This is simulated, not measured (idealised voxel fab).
Process module heading - voxel wiring stack
It is cross-section cut that appears here, measuring 240 nm in width, its square cells being 5 nm in size.
Cross-section format: a grid of square cells, given as bands from top to bottom; each band is one or more rows of cells. Each band's line starts with the height of the band's top and of its bottom, in nm. Then come its materials from left to right, each with its width in nm. One material with "everywhere" fills the band from edge to edge. "empty" is empty space. For the purposes of this specification, 0 denotes the height below which the wafer in its as-received condition is composed wholly of one material, and the lowermost band, lacking a lower limit, extends downward without end, as expressed in "0 -> down". Quick explanation for "30..40": the width changes in equal steps down the rows of cells, from the first number in the band's top row to the second number in its bottom row. Any step labelled "remained the same" changed none of the cells in the cross-section. "Enclosed internal cavities": sealed empty spaces, 8 cells or more, no open way to top, listed width x height at distance, with distance from the left edge and width, height and distance in nm. Anything after a step's settings on that line? It's the simulator's own note about the step. Among the settings permitted on a step's line is "overlay nm"; applied to a step with a mask, it specifies the extent to which the mask lay to the right of its planned position, whereas a negative figure signifies a position to the left.

[Process steps (planned)]
1 RECEIVE: material Si
2 CONFORMAL_DEP: material SiO2, thk nm 10
3 DIRECTIONAL_DEP: material TiN, thk nm 5
4 DIRECTIONAL_DEP: material Ru, thk nm 25
5 MASKED_ETCH: tone cover, mask id METAL_1, width nm 20, pitch nm 50, etch materials Ru, depth nm 25, overlay nm 0
6 MASKED_ETCH: tone cover, mask id METAL_1, width nm 20, pitch nm 50, etch materials TiN, depth nm 5, overlay nm 0
7 CONFORMAL_DEP: material SiCN, thk nm 5
8 FILL_DEP: material lowk, thk nm 10
9 CMP: height nm 40
10 CONFORMAL_DEP: material SiCN, thk nm 5
11 DIRECTIONAL_DEP: material lowk, thk nm 15
12 DIRECTIONAL_DEP: material aC, thk nm 15
13 PATTERN: tone open, mask id PLUG_1, material resist, width nm 15, pitch nm 50, thk nm 30, overlay nm 0
14 DIRECTIONAL_ETCH: etch materials aC, depth nm 15
15 STRIP: etch materials resist
16 DIRECTIONAL_ETCH: etch materials lowk, depth nm 15
17 DIRECTIONAL_ETCH: etch materials SiCN, depth nm 5
18 STRIP: etch materials aC
19 EPI: material Ru, thk nm 10
20 EPI: material Ru, thk nm 10
21 CONFORMAL_DEP: material SiN, thk nm 5
22 DIRECTIONAL_DEP: material SiO2, thk nm 25
23 PATTERN: tone open, mask id METAL_2, material resist, width nm 20, pitch nm 50, thk nm 15, overlay nm 0
24 DIRECTIONAL_ETCH: etch materials SiO2, depth nm 25
25 DIRECTIONAL_ETCH: etch materials SiN, depth nm 5
26 STRIP: etch materials resist
27 CONFORMAL_DEP: material TiN, thk nm 5
28 FILL_DEP: material Ru, thk nm 10
29 CMP: height nm 90
30 CONFORMAL_DEP: material SiCN, thk nm 5
31 DIRECTIONAL_DEP: material lowk, thk nm 30
32 MASKED_ETCH: tone open, mask id METAL_3, width nm 20, pitch nm 50, etch materials lowk, depth nm 15, overlay nm 0
33 PATTERN: tone open, mask id METAL_3_HOLES, material resist, width nm 15, pitch nm 100, thk nm 20, overlay nm 0
34 DIRECTIONAL_ETCH: etch materials lowk, depth nm 15
35 DIRECTIONAL_ETCH: etch materials SiCN, depth nm 5
36 STRIP: etch materials resist
37 CONFORMAL_DEP: material TiN, thk nm 5
38 FILL_DEP: material Ru, thk nm 10
39 CMP: height nm 125
40 CONFORMAL_DEP: material SiCN, thk nm 5
41 DIRECTIONAL_DEP: material SiO2, thk nm 30
42 DIRECTIONAL_DEP: material aC, thk nm 10
43 PATTERN: tone open, mask id METAL_4, material resist, width nm 20, pitch nm 50, thk nm 30, overlay nm 0
44 DIRECTIONAL_ETCH: etch materials aC, depth nm 10
45 STRIP: etch materials resist
46 DIRECTIONAL_ETCH: etch materials SiO2, depth nm 15
47 STRIP: etch materials aC
48 MASKED_ETCH: tone open, mask id METAL_4_HOLES, width nm 15, pitch nm 100, etch materials SiO2, depth nm 15, overlay nm 0
49 MASKED_ETCH: tone open, mask id METAL_4_HOLES, width nm 15, pitch nm 100, etch materials SiCN, depth nm 5, overlay nm 0
50 CONFORMAL_DEP: material TiN, thk nm 5
51 FILL_DEP: material Cu, thk nm 5
52 CMP: height nm 160
53 CONFORMAL_DEP: material SiCN, thk nm 5

[As-received state of the wafer in cross-section, equivalent to post-step 1]
> 0 -> down = Si everywhere
> Enclosed internal cavities: none

[Starting structure and process plan are as shown above, but one mistake was made in running the module; the wafer cross-section at the end of the module follows]
> 165 -> 160 = SiCN everywhere
> 160 -> 150 = SiO2 60 / TiN 5 / Cu 10 / TiN 5 / SiO2 30 / TiN 5 / Cu 10 / TiN 5 / SiO2 30 / TiN 5 / Cu 10 / TiN 5 / SiO2 60
> 150 -> 145 = SiO2 60 / TiN 5 / Cu 5 / TiN 10 / SiO2 30 / TiN 20 / SiO2 30 / TiN 5 / Cu 5 / TiN 10 / SiO2 60
> 145 -> 130 = SiO2 60 / TiN 5 / Cu 5 / TiN 5 / SiO2 85 / TiN 5 / Cu 5 / TiN 5 / SiO2 65
> 130 -> 125 = SiCN 60 / TiN 15 / SiCN 85 / TiN 15 / SiCN 65
> 125 -> 110 = lowk 60 / TiN 5 / Ru 5 / TiN 5 / lowk 85 / TiN 5 / Ru 5 / TiN 5 / lowk 65
> 110 -> 105 = SiCN 60 / TiN 15 / SiCN 85 / TiN 15 / SiCN 65
> 105 -> 95 = Ru everywhere
> 95 -> 90 = TiN 65 / Ru 10 / TiN 40 / Ru 10 / TiN 40 / Ru 10 / TiN 65
> 90 -> 65 = SiO2 60 / TiN 5 / Ru 10 / TiN 5 / SiO2 30 / TiN 5 / Ru 10 / TiN 5 / SiO2 30 / TiN 5 / Ru 10 / TiN 5 / SiO2 60
> 65 -> 60 = SiN 60 / TiN 20 / SiN 30 / TiN 20 / SiN 30 / TiN 20 / SiN 60
> 60 -> 45 = lowk 60 / Ru 15 / lowk 35 / Ru 15 / lowk 35 / Ru 15 / lowk 65
> 45 -> 40 = SiCN 60 / Ru 15 / SiCN 35 / Ru 15 / SiCN 35 / Ru 15 / SiCN 65
> 40 -> 15 = lowk 55 / SiCN 5 / Ru 20 / SiCN 5 / lowk 20 / SiCN 5 / Ru 20 / SiCN 5 / lowk 20 / SiCN 5 / Ru 20 / SiCN 5 / lowk 55
> 15 -> 10 = SiCN 60 / TiN 20 / SiCN 30 / TiN 20 / SiCN 30 / TiN 20 / SiCN 60
> 10 -> 0 = SiO2 everywhere
> 0 -> down = Si everywhere
> Enclosed internal cavities: none
Diagnosis: it should be noted that step 29 of the plan was omitted and was not performed
